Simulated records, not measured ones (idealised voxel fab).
This is a process module. Its name is voxel transistor to metal.
Cross-sectional view cut (width: 275 nm; square cell size: 5 nm).
Think of the cross-section as a grid of square cells. We describe it in bands, top to bottom, and each band covers one or more rows of those cells. Per band: top height and bottom height in nm, followed by the left-to-right materials and their widths in nm; "all across" marks a single material spanning edge to edge, "empty" marks empty space. Convention: height 0 is the level below which the wafer, as received, is all one material. The lowest band does not terminate at the bottom but continues downward, represented as "top 0, no bottom". With a width like "30->40", each row of cells in the band differs from the next by the same amount, the top row carrying the first number and the bottom row the second. You'll sometimes find "no alterations made" written for a step, and that's the way of saying that nowhere in the cross-section did a cell change during that step. Sealed internal cavities: empty space of 8 cells or more with no open way to the top, each as width x height at its distance from the left edge, in nm. It should be noted that, on the line of a given step, the content following the step's settings is a remark produced by the simulator itself with respect to that step. The optional step-line setting "overlay nm" applies to steps with a mask and quantifies how far to the right of its planned location the mask lay, a negative value indicating leftward placement. Pairs follow: section before one process step, section after it down to the lowest changed band, step with settings underneath. Pairs may come from different runs of this module on the same starting wafer; continuity with the pair above only as stated in the "before" entry.
**before**
    top 0, no bottom = Si all across
    Sealed internal cavities: none
**Section, Post-Step**
    top 5, bottom 0 = SiO2 all across
    Below 0, the layers are the same as they were.
    Sealed internal cavities: none
So what happens between those two cross-sections up there? CONFORMAL_DEP, material SiO2, thk nm 5
before: The pre-step condition corresponds to the post-step cross-section depicted in the pair directly above.
**Section, Post-Step**
    top 15, bottom 5 = SiN all across
    Below 5, the layers are the same as they were.
    Sealed internal cavities: none
So what happens between those two cross-sections up there? CONFORMAL_DEP, material SiN, thk nm 10
before: The pre-step condition corresponds to the post-step cross-section depicted in the pair directly above.
**Section, Post-Step**
    top 30, bottom 15 = empty (20); resist (105); empty (20); resist (105); empty (25)
    Below 15, the layers are the same as they were.
    Sealed internal cavities: none
So what happens between those two cross-sections up there? PATTERN, tone cover, mask id ACTIVE, material resist, width nm 105, pitch nm 125, thk nm 15, overlay nm 0
before: The pre-step condition corresponds to the post-step cross-section depicted in the pair directly above.
**Section, Post-Step**
    top 30, bottom 15 = empty (20); resist (105); empty (20); resist (105); empty (25)
    top 15, bottom 5 = empty (20); SiN (105); empty (20); SiN (105); empty (25)
    Below 5, the layers are the same as they were.
    Sealed internal cavities: none
So what happens between those two cross-sections up there? DIRECTIONAL_ETCH, etch materials SiN, depth nm 10
before: The pre-step condition corresponds to the post-step cross-section depicted in the pair directly above.
**Section, Post-Step**
    top 30, bottom 15 = empty (20); resist (105); empty (20); resist (105); empty (25)
    top 15, bottom 5 = empty (20); SiN (105); empty (20); SiN (105); empty (25)
    top 5, bottom 0 = empty (20); SiO2 (105); empty (20); SiO2 (105); empty (25)
    Below 0, the layers are the same as they were.
    Sealed internal cavities: none
So what happens between those two cross-sections up there? DIRECTIONAL_ETCH, etch materials SiO2, depth nm 5
before: The pre-step condition corresponds to the post-step cross-section depicted in the pair directly above.
**Section, Post-Step**
    top 30, bottom 15 = empty (20); resist (105); empty (20); resist (105); empty (25)
    top 15, bottom 5 = empty (20); SiN (105); empty (20); SiN (105); empty (25)
    top 5, bottom 0 = empty (20); SiO2 (105); empty (20); SiO2 (105); empty (25)
    top 0, bottom -25 = empty (20); Si (105); empty (20); Si (105); empty (25)
    Below -25, the layers are the same as they were.
    Sealed internal cavities: none
So what happens between those two cross-sections up there? DIRECTIONAL_ETCH, etch materials Si, depth nm 25
before: The pre-step condition corresponds to the post-step cross-section depicted in the pair directly above.
**Section, Post-Step**
    top 15, bottom 5 = empty (20); SiN (105); empty (20); SiN (105); empty (25)
    Below 5, the layers are the same as they were.
    Sealed internal cavities: none
So what happens between those two cross-sections up there? STRIP, etch materials resist
before: The pre-step condition corresponds to the post-step cross-section depicted in the pair directly above.
**Section, Post-Step**
    top 15, bottom 5 = empty (20); SiN (105); empty (20); SiN (105); empty (25)
    top 5, bottom 0 = empty (20); SiO2 (105); empty (20); SiO2 (105); empty (25)
    top 0, bottom -25 = empty (20); SiO2 (5); Si (95); SiO2 (5); empty (20); SiO2 (5); Si (95); SiO2 (5); empty (25)
    top -25, bottom -30 = SiO2 (25); Si (95); SiO2 (30); Si (95); SiO2 (30)
    Below -30, the layers are the same as they were.
    Sealed internal cavities: none
So what happens between those two cross-sections up there? OXIDIZE, depth nm 5
before: The pre-step condition corresponds to the post-step cross-section depicted in the pair directly above.
**Section, Post-Step**
    top 25, bottom 15 = SiO2 all across
    top 15, bottom 5 = SiO2 (20); SiN (105); SiO2 (20); SiN (105); SiO2 (25)
    top 5, bottom 0 = SiO2 all across
    top 0, bottom -30 = SiO2 (25); Si (95); SiO2 (30); Si (95); SiO2 (30)
    Below -30, the layers are the same as they were.
    Sealed internal cavities: none
So what happens between those two cross-sections up there? FILL_DEP, material SiO2, thk nm 10
before: The pre-step condition corresponds to the post-step cross-section depicted in the pair directly above.
**Section, Post-Step**
    top 15, bottom 5 = SiO2 (20); SiN (105); SiO2 (20); SiN (105); SiO2 (25)
    Below 5, the layers are the same as they were.
    Sealed internal cavities: none
So what happens between those two cross-sections up there? CMP, height nm 15
before: The pre-step condition corresponds to the post-step cross-section depicted in the pair directly above.
**Section, Post-Step**
    top 15, bottom 5 = empty (20); SiN (105); empty (20); SiN (105); empty (25)
    Below 5, the layers are the same as they were.
    Sealed internal cavities: none
So what happens between those two cross-sections up there? SELECTIVE_ETCH, etch materials SiO2, depth nm 10
before: The pre-step condition corresponds to the post-step cross-section depicted in the pair directly above.
**Section, Post-Step**
    top 5, bottom 0 = SiO2 all across
    Below 0, the layers are the same as they were.
    Sealed internal cavities: none
So what happens between those two cross-sections up there? STRIP, etch materials SiN
before: The pre-step condition corresponds to the post-step cross-section depicted in the pair directly above.
**Section, Post-Step**
    top 0, bottom -30 = SiO2 (25); Si (95); SiO2 (30); Si (95); SiO2 (30)
    Below -30, the layers are the same as they were.
    Sealed internal cavities: none
So what happens between those two cross-sections up there? SELECTIVE_ETCH, etch materials SiO2, depth nm 5
before: The pre-step condition corresponds to the post-step cross-section depicted in the pair directly above.
**Section, Post-Step**
    top 0, bottom -5 = SiO2 all across
    Below -5, the layers are the same as they were.
    Sealed internal cavities: none
So what happens between those two cross-sections up there? OXIDIZE, depth nm 5
before: The pre-step condition corresponds to the post-step cross-section depicted in the pair directly above.
**Section, Post-Step**
    top 30, bottom 0 = polySi all across
    Below 0, the layers are the same as they were.
    Sealed internal cavities: none
So what happens between those two cross-sections up there? DIRECTIONAL_DEP, material polySi, thk nm 30
before: The pre-step condition corresponds to the post-step cross-section depicted in the pair directly above.
**Section, Post-Step**
    top 40, bottom 30 = SiCN all across
    Below 30, the layers are the same as they were.
    Sealed internal cavities: none
So what happens between those two cross-sections up there? DIRECTIONAL_DEP, material SiCN, thk nm 10
before: The pre-step condition corresponds to the post-step cross-section depicted in the pair directly above.
**Section, Post-Step**
    top 40, bottom 30 = empty (60); SiCN (25); empty (100); SiCN (25); empty (65)
    Below 30, the layers are the same as they were.
    Sealed internal cavities: none
So what happens between those two cross-sections up there? MASKED_ETCH, tone cover, mask id GATE, width nm 25, pitch nm 125, etch materials SiCN, depth nm 20, overlay nm 0
before: The pre-step condition corresponds to the post-step cross-section depicted in the pair directly above.
**Section, Post-Step**
    top 40, bottom 30 = empty (60); SiCN (25); empty (100); SiCN (25); empty (65)
    top 30, bottom 0 = empty (60); polySi (25); empty (100); polySi (25); empty (65)
    Below 0, the layers are the same as they were.
    Sealed internal cavities: none
So what happens between those two cross-sections up there? MASKED_ETCH, tone cover, mask id GATE, width nm 25, pitch nm 125, etch materials polySi, depth nm 40, overlay nm 0
before: The pre-step condition corresponds to the post-step cross-section depicted in the pair directly above.
**Section, Post-Step**
    top 45, bottom 40 = empty (55); SiO2 (35); empty (90); SiO2 (35); empty (60)
    top 40, bottom 30 = empty (55); SiO2 (5); SiCN (25); SiO2 (5); empty (90); SiO2 (5); SiCN (25); SiO2 (5); empty (60)
    top 30, bottom 5 = empty (55); SiO2 (5); polySi (25); SiO2 (5); empty (90); SiO2 (5); polySi (25); SiO2 (5); empty (60)
    top 5, bottom 0 = SiO2 (60); polySi (25); SiO2 (100); polySi (25); SiO2 (65)
    Below 0, the layers are the same as they were.
    Sealed internal cavities: none
So what happens between those two cross-sections up there? CONFORMAL_DEP, material SiO2, thk nm 5
before: The pre-step condition corresponds to the post-step cross-section depicted in the pair directly above.
**Section, Post-Step**
    top 40, bottom 30 = empty (55); SiO2 (5); SiCN (25); SiO2 (5); empty (90); SiO2 (5); SiCN (25); SiO2 (5); empty (60)
    top 30, bottom 0 = empty (55); SiO2 (5); polySi (25); SiO2 (5); empty (90); SiO2 (5); polySi (25); SiO2 (5); empty (60)
    Below 0, the layers are the same as they were.
    Sealed internal cavities: none
So what happens between those two cross-sections up there? DIRECTIONAL_ETCH, etch materials SiO2, depth nm 5
before: The pre-step condition corresponds to the post-step cross-section depicted in the pair directly above.
**Section, Post-Step**
    top 45, bottom 40 = empty (50); SiN (45); empty (80); SiN (45); empty (55)
    top 40, bottom 30 = empty (50); SiN (5); SiO2 (5); SiCN (25); SiO2 (5); SiN (5); empty (80); SiN (5); SiO2 (5); SiCN (25); SiO2 (5); SiN (5); empty (55)
    top 30, bottom 5 = empty (50); SiN (5); SiO2 (5); polySi (25); SiO2 (5); SiN (5); empty (80); SiN (5); SiO2 (5); polySi (25); SiO2 (5); SiN (5); empty (55)
    top 5, bottom 0 = SiN (55); SiO2 (5); polySi (25); SiO2 (5); SiN (90); SiO2 (5); polySi (25); SiO2 (5); SiN (60)
    Below 0, the layers are the same as they were.
    Sealed internal cavities: none
So what happens between those two cross-sections up there? CONFORMAL_DEP, material SiN, thk nm 5
before: The pre-step condition corresponds to the post-step cross-section depicted in the pair directly above.
**Section, Post-Step**
    top 40, bottom 30 = empty (50); SiN (5); SiO2 (5); SiCN (25); SiO2 (5); SiN (5); empty (80); SiN (5); SiO2 (5); SiCN (25); SiO2 (5); SiN (5); empty (55)
    top 30, bottom 0 = empty (50); SiN (5); SiO2 (5); polySi (25); SiO2 (5); SiN (5); empty (80); SiN (5); SiO2 (5); polySi (25); SiO2 (5); SiN (5); empty (55)
    Below 0, the layers are the same as they were.
    Sealed internal cavities: none
So what happens between those two cross-sections up there? DIRECTIONAL_ETCH, etch materials SiN, depth nm 5
before: The pre-step condition corresponds to the post-step cross-section depicted in the pair directly above.
**Section, Post-Step**
    top 40, bottom 35 = empty (50); SiN (5); empty (5); SiCN (25); empty (5); SiN (5); empty (80); SiN (5); empty (5); SiCN (25); empty (5); SiN (5); empty (55)
    top 35, bottom 30 = empty (50); SiN (5); SiO2 (5); SiCN (25); SiO2 (5); SiN (5); empty (80); SiN (5); SiO2 (5); SiCN (25); SiO2 (5); SiN (5); empty (55)
    top 30, bottom 0 = empty (50); SiN (5); SiO2 (5); polySi (25); SiO2 (5); SiN (5); empty (80); SiN (5); SiO2 (5); polySi (25); SiO2 (5); SiN (5); empty (55)
    top 0, bottom -5 = empty (50); SiO2 (45); empty (80); SiO2 (45); empty (55)
    Below -5, the layers are the same as they were.
    Sealed internal cavities: none
So what happens between those two cross-sections up there? DIRECTIONAL_ETCH, etch materials SiO2, depth nm 5
before: The pre-step condition corresponds to the post-step cross-section depicted in the pair directly above.
**Section, Post-Step**
    top 40, bottom 35 = empty (50); SiN (5); empty (5); SiCN (25); empty (5); SiN (5); empty (80); SiN (5); empty (5); SiCN (25); empty (5); SiN (5); empty (55)
    top 35, bottom 30 = empty (50); SiN (5); SiO2 (5); SiCN (25); SiO2 (5); SiN (5); empty (80); SiN (5); SiO2 (5); SiCN (25); SiO2 (5); SiN (5); empty (55)
    top 30, bottom 0 = empty (50); SiN (5); SiO2 (5); polySi (25); SiO2 (5); SiN (5); empty (80); SiN (5); SiO2 (5); polySi (25); SiO2 (5); SiN (5); empty (55)
    top 0, bottom -5 = empty (50); SiO2 (45); empty (80); SiO2 (45); empty (55)
    top -5, bottom -20 = SiO2 (25); empty (25); Si (45); empty (25); SiO2 (30); empty (25); Si (45); empty (25); SiO2 (30)
    Below -20, the layers are the same as they were.
    Sealed internal cavities: none
So what happens between those two cross-sections up there? DIRECTIONAL_ETCH, etch materials Si, depth nm 15
before: The pre-step condition corresponds to the post-step cross-section depicted in the pair directly above.
**Section, Post-Step**
    top 40, bottom 35 = empty (50); SiN (5); empty (5); SiCN (25); empty (5); SiN (5); empty (80); SiN (5); empty (5); SiCN (25); empty (5); SiN (5); empty (55)
    top 35, bottom 30 = empty (50); SiN (5); SiO2 (5); SiCN (25); SiO2 (5); SiN (5); empty (80); SiN (5); SiO2 (5); SiCN (25); SiO2 (5); SiN (5); empty (55)
    top 30, bottom 15 = empty (50); SiN (5); SiO2 (5); polySi (25); SiO2 (5); SiN (5); empty (80); SiN (5); SiO2 (5); polySi (25); SiO2 (5); SiN (5); empty (55)
    top 15, bottom 0 = empty (30); SiGe (20); SiN (5); SiO2 (5); polySi (25); SiO2 (5); SiN (5); SiGe (20); empty (40); SiGe (20); SiN (5); SiO2 (5); polySi (25); SiO2 (5); SiN (5); SiGe (20); empty (35)
    top 0, bottom -5 = empty (20); SiGe (30); SiO2 (45); SiGe (30); empty (20); SiGe (30); SiO2 (45); SiGe (30); empty (25)
    top -5, bottom -20 = SiO2 (25); SiGe (25); Si (45); SiGe (25); SiO2 (30); SiGe (25); Si (45); SiGe (25); SiO2 (30)
    Below -20, the layers are the same as they were.
    Sealed internal cavities: none
So what happens between those two cross-sections up there? EPI, material SiGe, thk nm 20
before: The pre-step condition corresponds to the post-step cross-section depicted in the pair directly above.
**Section, Post-Step**
    top 45, bottom 40 = SiO2 all across
    top 40, bottom 30 = SiO2 (50); SiN (5); SiO2 (5); SiCN (25); SiO2 (5); SiN (5); SiO2 (80); SiN (5); SiO2 (5); SiCN (25); SiO2 (5); SiN (5); SiO2 (55)
    top 30, bottom 15 = SiO2 (50); SiN (5); SiO2 (5); polySi (25); SiO2 (5); SiN (5); SiO2 (80); SiN (5); SiO2 (5); polySi (25); SiO2 (5); SiN (5); SiO2 (55)
    top 15, bottom 0 = SiO2 (30); SiGe (20); SiN (5); SiO2 (5); polySi (25); SiO2 (5); SiN (5); SiGe (20); SiO2 (40); SiGe (20); SiN (5); SiO2 (5); polySi (25); SiO2 (5); SiN (5); SiGe (20); SiO2 (35)
    top 0, bottom -5 = SiO2 (20); SiGe (30); SiO2 (45); SiGe (30); SiO2 (20); SiGe (30); SiO2 (45); SiGe (30); SiO2 (25)
    Below -5, the layers are the same as they were.
    Sealed internal cavities: none
So what happens between those two cross-sections up there? FILL_DEP, material SiO2, thk nm 5
before: The pre-step condition corresponds to the post-step cross-section depicted in the pair directly above.
**Section, Post-Step**
    top 30, bottom 15 = SiO2 (50); SiN (5); SiO2 (5); polySi (25); SiO2 (5); SiN (5); SiO2 (80); SiN (5); SiO2 (5); polySi (25); SiO2 (5); SiN (5); SiO2 (55)
    Below 15, the layers are the same as they were.
    Sealed internal cavities: none
So what happens between those two cross-sections up there? CMP, height nm 30
before: The pre-step condition corresponds to the post-step cross-section depicted in the pair directly above.
**Section, Post-Step**
    top 30, bottom 15 = SiO2 (50); SiN (5); SiO2 (5); empty (25); SiO2 (5); SiN (5); SiO2 (80); SiN (5); SiO2 (5); empty (25); SiO2 (5); SiN (5); SiO2 (55)
    top 15, bottom 0 = SiO2 (30); SiGe (20); SiN (5); SiO2 (5); empty (25); SiO2 (5); SiN (5); SiGe (20); SiO2 (40); SiGe (20); SiN (5); SiO2 (5); empty (25); SiO2 (5); SiN (5); SiGe (20); SiO2 (35)
    Below 0, the layers are the same as they were.
    Sealed internal cavities: none
So what happens between those two cross-sections up there? STRIP, etch materials polySi
before: The pre-step condition corresponds to the post-step cross-section depicted in the pair directly above.
**Section, Post-Step**
    top 30, bottom 25 = empty (50); SiN (5); empty (35); SiN (5); empty (80); SiN (5); empty (35); SiN (5); empty (55)
    top 25, bottom 15 = SiO2 (50); SiN (5); empty (35); SiN (5); SiO2 (80); SiN (5); empty (35); SiN (5); SiO2 (55)
    top 15, bottom 0 = SiO2 (30); SiGe (20); SiN (5); empty (35); SiN (5); SiGe (20); SiO2 (40); SiGe (20); SiN (5); empty (35); SiN (5); SiGe (20); SiO2 (35)
    top 0, bottom -5 = SiO2 (20); SiGe (30); SiO2 (5); empty (35); SiO2 (5); SiGe (30); SiO2 (20); SiGe (30); SiO2 (5); empty (35); SiO2 (5); SiGe (30); SiO2 (25)
    Below -5, the layers are the same as they were.
    Sealed internal cavities: none
So what happens between those two cross-sections up there? SELECTIVE_ETCH, etch materials SiO2, depth nm 5
before: The pre-step condition corresponds to the post-step cross-section depicted in the pair directly above.
**Section, Post-Step**
    top 35, bottom 30 = empty (45); HfO2 (15); empty (25); HfO2 (15); empty (70); HfO2 (15); empty (25); HfO2 (15); empty (50)
    top 30, bottom 25 = HfO2 (50); SiN (5); HfO2 (5); empty (25); HfO2 (5); SiN (5); HfO2 (80); SiN (5); HfO2 (5); empty (25); HfO2 (5); SiN (5); HfO2 (55)
    top 25, bottom 15 = SiO2 (50); SiN (5); HfO2 (5); empty (25); HfO2 (5); SiN (5); SiO2 (80); SiN (5); HfO2 (5); empty (25); HfO2 (5); SiN (5); SiO2 (55)
    top 15, bottom 0 = SiO2 (30); SiGe (20); SiN (5); HfO2 (5); empty (25); HfO2 (5); SiN (5); SiGe (20); SiO2 (40); SiGe (20); SiN (5); HfO2 (5); empty (25); HfO2 (5); SiN (5); SiGe (20); SiO2 (35)
    top 0, bottom -5 = SiO2 (20); SiGe (30); SiO2 (5); HfO2 (35); SiO2 (5); SiGe (30); SiO2 (20); SiGe (30); SiO2 (5); HfO2 (35); SiO2 (5); SiGe (30); SiO2 (25)
    Below -5, the layers are the same as they were.
    Sealed internal cavities: none
So what happens between those two cross-sections up there? CONFORMAL_DEP, material HfO2, thk nm 5
before: The pre-step condition corresponds to the post-step cross-section depicted in the pair directly above.
**Section, Post-Step**
    top 40, bottom 35 = empty (40); TiN (25); empty (15); TiN (25); empty (60); TiN (25); empty (15); TiN (25); empty (45)
    top 35, bottom 30 = TiN (45); HfO2 (15); TiN (5); empty (15); TiN (5); HfO2 (15); TiN (70); HfO2 (15); TiN (5); empty (15); TiN (5); HfO2 (15); TiN (50)
    top 30, bottom 25 = HfO2 (50); SiN (5); HfO2 (5); TiN (5); empty (15); TiN (5); HfO2 (5); SiN (5); HfO2 (80); SiN (5); HfO2 (5); TiN (5); empty (15); TiN (5); HfO2 (5); SiN (5); HfO2 (55)
    top 25, bottom 15 = SiO2 (50); SiN (5); HfO2 (5); TiN (5); empty (15); TiN (5); HfO2 (5); SiN (5); SiO2 (80); SiN (5); HfO2 (5); TiN (5); empty (15); TiN (5); HfO2 (5); SiN (5); SiO2 (55)
    top 15, bottom 5 = SiO2 (30); SiGe (20); SiN (5); HfO2 (5); TiN (5); empty (15); TiN (5); HfO2 (5); SiN (5); SiGe (20); SiO2 (40); SiGe (20); SiN (5); HfO2 (5); TiN (5); empty (15); TiN (5); HfO2 (5); SiN (5); SiGe (20); SiO2 (35)
    top 5, bottom 0 = SiO2 (30); SiGe (20); SiN (5); HfO2 (5); TiN (25); HfO2 (5); SiN (5); SiGe (20); SiO2 (40); SiGe (20); SiN (5); HfO2 (5); TiN (25); HfO2 (5); SiN (5); SiGe (20); SiO2 (35)
    Below 0, the layers are the same as they were.
    Sealed internal cavities: none
So what happens between those two cross-sections up there? CONFORMAL_DEP, material TiN, thk nm 5
before: The pre-step condition corresponds to the post-step cross-section depicted in the pair directly above.
**Section, Post-Step**
    top 45, bottom 40 = W all across
    top 40, bottom 35 = W (40); TiN (25); W (15); TiN (25); W (60); TiN (25); W (15); TiN (25); W (45)
    top 35, bottom 30 = TiN (45); HfO2 (15); TiN (5); W (15); TiN (5); HfO2 (15); TiN (70); HfO2 (15); TiN (5); W (15); TiN (5); HfO2 (15); TiN (50)
    top 30, bottom 25 = HfO2 (50); SiN (5); HfO2 (5); TiN (5); W (15); TiN (5); HfO2 (5); SiN (5); HfO2 (80); SiN (5); HfO2 (5); TiN (5); W (15); TiN (5); HfO2 (5); SiN (5); HfO2 (55)
    top 25, bottom 15 = SiO2 (50); SiN (5); HfO2 (5); TiN (5); W (15); TiN (5); HfO2 (5); SiN (5); SiO2 (80); SiN (5); HfO2 (5); TiN (5); W (15); TiN (5); HfO2 (5); SiN (5); SiO2 (55)
    top 15, bottom 5 = SiO2 (30); SiGe (20); SiN (5); HfO2 (5); TiN (5); W (15); TiN (5); HfO2 (5); SiN (5); SiGe (20); SiO2 (40); SiGe (20); SiN (5); HfO2 (5); TiN (5); W (15); TiN (5); HfO2 (5); SiN (5); SiGe (20); SiO2 (35)
    Below 5, the layers are the same as they were.
    Sealed internal cavities: none
So what happens between those two cross-sections up there? FILL_DEP, material W, thk nm 5
before: The pre-step condition corresponds to the post-step cross-section depicted in the pair directly above.
**Section, Post-Step**
    top 25, bottom 15 = SiO2 (50); SiN (5); HfO2 (5); TiN (5); W (15); TiN (5); HfO2 (5); SiN (5); SiO2 (80); SiN (5); HfO2 (5); TiN (5); W (15); TiN (5); HfO2 (5); SiN (5); SiO2 (55)
    Below 15, the layers are the same as they were.
    Sealed internal cavities: none
So what happens between those two cross-sections up there? CMP, height nm 25
before: The pre-step condition corresponds to the post-step cross-section depicted in the pair directly above.
**Section, Post-Step**
    top 35, bottom 25 = SiO2 all across
    Below 25, the layers are the same as they were.
    Sealed internal cavities: none
So what happens between those two cross-sections up there? DIRECTIONAL_DEP, material SiO2, thk nm 10
before: The pre-step condition corresponds to the post-step cross-section depicted in the pair directly above.
**Section, Post-Step**
    top 55, bottom 35 = resist (25); empty (20); resist (55); empty (20); resist (30); empty (20); resist (55); empty (20); resist (30)
    Below 35, the layers are the same as they were.
    Sealed internal cavities: none
So what happens between those two cross-sections up there? PATTERN, tone open, mask id CONTACT, material resist, width nm 20, thk nm 20, overlay nm 0
before: The pre-step condition corresponds to the post-step cross-section depicted in the pair directly above.
**Section, Post-Step**
    top 55, bottom 35 = resist (25); empty (20); resist (55); empty (20); resist (30); empty (20); resist (55); empty (20); resist (30)
    top 35, bottom 25 = SiO2 (25); empty (20); SiO2 (55); empty (20); SiO2 (30); empty (20); SiO2 (55); empty (20); SiO2 (30)
    top 25, bottom 15 = SiO2 (25); empty (20); SiO2 (5); SiN (5); HfO2 (5); TiN (5); W (15); TiN (5); HfO2 (5); SiN (5); SiO2 (5); empty (20); SiO2 (30); empty (20); SiO2 (5); SiN (5); HfO2 (5); TiN (5); W (15); TiN (5); HfO2 (5); SiN (5); SiO2 (5); empty (20); SiO2 (30)
    top 15, bottom 5 = SiO2 (25); empty (5); SiGe (20); SiN (5); HfO2 (5); TiN (5); W (15); TiN (5); HfO2 (5); SiN (5); SiGe (20); empty (5); SiO2 (30); empty (5); SiGe (20); SiN (5); HfO2 (5); TiN (5); W (15); TiN (5); HfO2 (5); SiN (5); SiGe (20); empty (5); SiO2 (30)
    top 5, bottom 0 = SiO2 (25); empty (5); SiGe (20); SiN (5); HfO2 (5); TiN (25); HfO2 (5); SiN (5); SiGe (20); empty (5); SiO2 (30); empty (5); SiGe (20); SiN (5); HfO2 (5); TiN (25); HfO2 (5); SiN (5); SiGe (20); empty (5); SiO2 (30)
    Below 0, the layers are the same as they were.
    Sealed internal cavities: none
So what happens between those two cross-sections up there? DIRECTIONAL_ETCH, etch materials SiO2, depth nm 35
before: The pre-step condition corresponds to the post-step cross-section depicted in the pair directly above.
**Section, Post-Step**
    top 35, bottom 25 = SiO2 (25); empty (20); SiO2 (55); empty (20); SiO2 (30); empty (20); SiO2 (55); empty (20); SiO2 (30)
    Below 25, the layers are the same as they were.
    Sealed internal cavities: none
So what happens between those two cross-sections up there? STRIP, etch materials resist
before: The pre-step condition corresponds to the post-step cross-section depicted in the pair directly above.
**Section, Post-Step**
    top 40, bottom 35 = TiN (30); empty (10); TiN (65); empty (10); TiN (40); empty (10); TiN (65); empty (10); TiN (35)
    top 35, bottom 25 = SiO2 (25); TiN (5); empty (10); TiN (5); SiO2 (55); TiN (5); empty (10); TiN (5); SiO2 (30); TiN (5); empty (10); TiN (5); SiO2 (55); TiN (5); empty (10); TiN (5); SiO2 (30)
    top 25, bottom 20 = SiO2 (25); TiN (5); empty (10); TiN (5); SiO2 (5); SiN (5); HfO2 (5); TiN (5); W (15); TiN (5); HfO2 (5); SiN (5); SiO2 (5); TiN (5); empty (10); TiN (5); SiO2 (30); TiN (5); empty (10); TiN (5); SiO2 (5); SiN (5); HfO2 (5); TiN (5); W (15); TiN (5); HfO2 (5); SiN (5); SiO2 (5); TiN (5); empty (10); TiN (5); SiO2 (30)
    top 20, bottom 15 = SiO2 (25); TiN (20); SiO2 (5); SiN (5); HfO2 (5); TiN (5); W (15); TiN (5); HfO2 (5); SiN (5); SiO2 (5); TiN (20); SiO2 (30); TiN (20); SiO2 (5); SiN (5); HfO2 (5); TiN (5); W (15); TiN (5); HfO2 (5); SiN (5); SiO2 (5); TiN (20); SiO2 (30)
    top 15, bottom 5 = SiO2 (25); TiN (5); SiGe (20); SiN (5); HfO2 (5); TiN (5); W (15); TiN (5); HfO2 (5); SiN (5); SiGe (20); TiN (5); SiO2 (30); TiN (5); SiGe (20); SiN (5); HfO2 (5); TiN (5); W (15); TiN (5); HfO2 (5); SiN (5); SiGe (20); TiN (5); SiO2 (30)
    top 5, bottom 0 = SiO2 (25); TiN (5); SiGe (20); SiN (5); HfO2 (5); TiN (25); HfO2 (5); SiN (5); SiGe (20); TiN (5); SiO2 (30); TiN (5); SiGe (20); SiN (5); HfO2 (5); TiN (25); HfO2 (5); SiN (5); SiGe (20); TiN (5); SiO2 (30)
    Below 0, the layers are the same as they were.
    Sealed internal cavities: none
So what happens between those two cross-sections up there? CONFORMAL_DEP, material TiN, thk nm 5
before: The pre-step condition corresponds to the post-step cross-section depicted in the pair directly above.
**Section, Post-Step**
    top 50, bottom 40 = Ru all across
    top 40, bottom 35 = TiN (30); Ru (10); TiN (65); Ru (10); TiN (40); Ru (10); TiN (65); Ru (10); TiN (35)
    top 35, bottom 25 = SiO2 (25); TiN (5); Ru (10); TiN (5); SiO2 (55); TiN (5); Ru (10); TiN (5); SiO2 (30); TiN (5); Ru (10); TiN (5); SiO2 (55); TiN (5); Ru (10); TiN (5); SiO2 (30)
    top 25, bottom 20 = SiO2 (25); TiN (5); Ru (10); TiN (5); SiO2 (5); SiN (5); HfO2 (5); TiN (5); W (15); TiN (5); HfO2 (5); SiN (5); SiO2 (5); TiN (5); Ru (10); TiN (5); SiO2 (30); TiN (5); Ru (10); TiN (5); SiO2 (5); SiN (5); HfO2 (5); TiN (5); W (15); TiN (5); HfO2 (5); SiN (5); SiO2 (5); TiN (5); Ru (10); TiN (5); SiO2 (30)
    Below 20, the layers are the same as they were.
    Sealed internal cavities: none
So what happens between those two cross-sections up there? FILL_DEP, material Ru, thk nm 10
before: The pre-step condition corresponds to the post-step cross-section depicted in the pair directly above.
**Section, Post-Step**
    top 35, bottom 25 = SiO2 (25); TiN (5); Ru (10); TiN (5); SiO2 (55); TiN (5); Ru (10); TiN (5); SiO2 (30); TiN (5); Ru (10); TiN (5); SiO2 (55); TiN (5); Ru (10); TiN (5); SiO2 (30)
    Below 25, the layers are the same as they were.
    Sealed internal cavities: none
So what happens between those two cross-sections up there? CMP, height nm 35
before: The pre-step condition corresponds to the post-step cross-section depicted in the pair directly above.
**Section, Post-Step**
    top 40, bottom 35 = TiN all across
    Below 35, the layers are the same as they were.
    Sealed internal cavities: none
So what happens between those two cross-sections up there? DIRECTIONAL_DEP, material TiN, thk nm 5
before: The pre-step condition corresponds to the post-step cross-section depicted in the pair directly above.
**Section, Post-Step**
    top 65, bottom 40 = Ru all across
    Below 40, the layers are the same as they were.
    Sealed internal cavities: none
So what happens between those two cross-sections up there? DIRECTIONAL_DEP, material Ru, thk nm 25
before: The pre-step condition corresponds to the post-step cross-section depicted in the pair directly above.
**Section, Post-Step**
    top 75, bottom 65 = aC all across
    Below 65, the layers are the same as they were.
    Sealed internal cavities: none
So what happens between those two cross-sections up there? DIRECTIONAL_DEP, material aC, thk nm 10
before: The pre-step condition corresponds to the post-step cross-section depicted in the pair directly above.
**Section, Post-Step**
    top 105, bottom 75 = empty (25); resist (20); empty (55); resist (20); empty (30); resist (20); empty (55); resist (20); empty (30)
    Below 75, the layers are the same as they were.
    Sealed internal cavities: none
So what happens between those two cross-sections up there? PATTERN, tone cover, mask id METAL_1, material resist, width nm 20, thk nm 30, overlay nm 0
before: The pre-step condition corresponds to the post-step cross-section depicted in the pair directly above.
**Section, Post-Step**
    top 95, bottom 75 = empty (25); resist (20); empty (55); resist (20); empty (30); resist (20); empty (55); resist (20); empty (30)
    top 75, bottom 65 = empty (25); aC (20); empty (55); aC (20); empty (30); aC (20); empty (55); aC (20); empty (30)
    Below 65, the layers are the same as they were.
    Sealed internal cavities: none
So what happens between those two cross-sections up there? DIRECTIONAL_ETCH, etch materials aC, depth nm 10
before: The pre-step condition corresponds to the post-step cross-section depicted in the pair directly above.
**Section, Post-Step**
    top 75, bottom 65 = empty (25); aC (20); empty (55); aC (20); empty (30); aC (20); empty (55); aC (20); empty (30)
    Below 65, the layers are the same as they were.
    Sealed internal cavities: none
So what happens between those two cross-sections up there? STRIP, etch materials resist
before: The pre-step condition corresponds to the post-step cross-section depicted in the pair directly above.
**Section, Post-Step**
    top 75, bottom 65 = empty (25); aC (20); empty (55); aC (20); empty (30); aC (20); empty (55); aC (20); empty (30)
    top 65, bottom 40 = empty (25); Ru (20); empty (55); Ru (20); empty (30); Ru (20); empty (55); Ru (20); empty (30)
    Below 40, the layers are the same as they were.
    Sealed internal cavities: none
So what happens between those two cross-sections up there? DIRECTIONAL_ETCH, etch materials Ru, depth nm 25
